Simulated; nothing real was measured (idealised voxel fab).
process module | voxel capacitor over wiring
cross-section cut | 240 nm wide | cells 5 nm
A cross-section is a grid of square cells, given in bands from the top down. A band is one or more rows of cells.
Each band's line starts with the height of the band's top and of its bottom, in nm. Then come its materials from left to right, each with its width in nm. One material with "throughout" fills the band from edge to edge. "air" is empty space.
Height 0 is the level under which the wafer as received is all one material. The lowest band goes on downwards, as in "0 down".
A width such as "30 to 40" changes by the same amount from each row of cells to the next, from the band's top row to its bottom row.
"no change" after a step means that no cell of the cross-section changed.
closed voids: empty space of 8 cells or more with no open way to the top, each as width x height at its distance from the left edge, in nm
after a step's settings: what the simulator itself notes on the step
overlay nm, on a step with a mask: how far to the right of its planned place the mask lay; to the left if negative
plan
1 op RECEIVE | material Si
2 op CONFORMAL_DEP | material SiO2 | thk nm 10
3 op DIRECTIONAL_DEP | material TiN | thk nm 5
4 op DIRECTIONAL_DEP | material Ru | thk nm 15
5 op DIRECTIONAL_DEP | material aC | thk nm 15
6 op PATTERN | tone cover | mask id METAL_1 | material resist | width nm 30 | pitch nm 85 | thk nm 35 | overlay nm 0
7 op DIRECTIONAL_ETCH | etch materials aC | depth nm 15
8 op STRIP | etch materials resist
9 op DIRECTIONAL_ETCH | etch materials Ru | depth nm 15
10 op DIRECTIONAL_ETCH | etch materials TiN | depth nm 5
11 op STRIP | etch materials aC
12 op CONFORMAL_DEP | material SiCN | thk nm 5
13 op FILL_DEP | material lowk | thk nm 5
14 op CMP | height nm 30
15 op CONFORMAL_DEP | material SiCN | thk nm 5
16 op DIRECTIONAL_DEP | material SiO2 | thk nm 20
17 op MASKED_ETCH | tone open | mask id PLUG_1 | width nm 15 | etch materials SiO2 | depth nm 20 | overlay nm 0
18 op MASKED_ETCH | tone open | mask id PLUG_1 | width nm 15 | etch materials SiCN | depth nm 5 | overlay nm 0
19 op EPI | material Ru | thk nm 10
20 op EPI | material Ru | thk nm 10
21 op EPI | material Ru | thk nm 5
22 op DIRECTIONAL_DEP | material TiN | thk nm 10
23 op DIRECTIONAL_DEP | material Al2O3 | thk nm 5
24 op DIRECTIONAL_DEP | material TiN | thk nm 10
25 op DIRECTIONAL_DEP | material aC | thk nm 15
26 op PATTERN | tone cover | mask id UPPER_PLATE | material resist | width nm 60 | thk nm 30 | overlay nm 0
27 op DIRECTIONAL_ETCH | etch materials aC | depth nm 15
28 op STRIP | etch materials resist
29 op DIRECTIONAL_ETCH | etch materials TiN | depth nm 10
30 op DIRECTIONAL_ETCH | etch materials Al2O3 | depth nm 5
31 op STRIP | etch materials aC
32 op PATTERN | tone cover | mask id LOWER_PLATE | material resist | width nm 70 | thk nm 15 | overlay nm 0
33 op DIRECTIONAL_ETCH | etch materials TiN | depth nm 10
34 op STRIP | etch materials resist
35 op FILL_DEP | material SiO2 | thk nm 15
36 op CMP | height nm 90
37 op PATTERN | tone open | mask id PLUG_2 | material resist | width nm 15 | thk nm 20 | overlay nm 0
38 op DIRECTIONAL_ETCH | etch materials SiO2 | depth nm 10
39 op STRIP | etch materials resist
40 op CONFORMAL_DEP | material TiN | thk nm 5
41 op FILL_DEP | material W | thk nm 10
42 op CMP | height nm 90
43 op CONFORMAL_DEP | material SiN | thk nm 5
as received, after step 1
  0 down: Si throughout
  closed voids: none
a wafer at the end: this start, this plan, one mistake
  95 to 80: SiN throughout
  80 to 70: SiN 75 | TiN 60 | SiN 105
  70 to 65: SiN 75 | Al2O3 60 | SiN 105
  65 to 55: SiN 70 | TiN 70 | SiN 100
  55 to 35: SiO2 75 | Ru 15 | SiO2 150
  35 to 30: SiCN 75 | Ru 15 | SiCN 150
  30 to 15: lowk 55 | SiCN 5 | Ru 30 | SiCN 5 | lowk 45 | SiCN 5 | Ru 30 | SiCN 5 | lowk 60
  15 to 10: SiCN 60 | TiN 30 | SiCN 55 | TiN 30 | SiCN 65
  10 to 0: SiO2 throughout
  0 down: Si throughout
  closed voids: none
what went wrong: step 35 ran as: op FILL_DEP | material SiN | thk nm 15
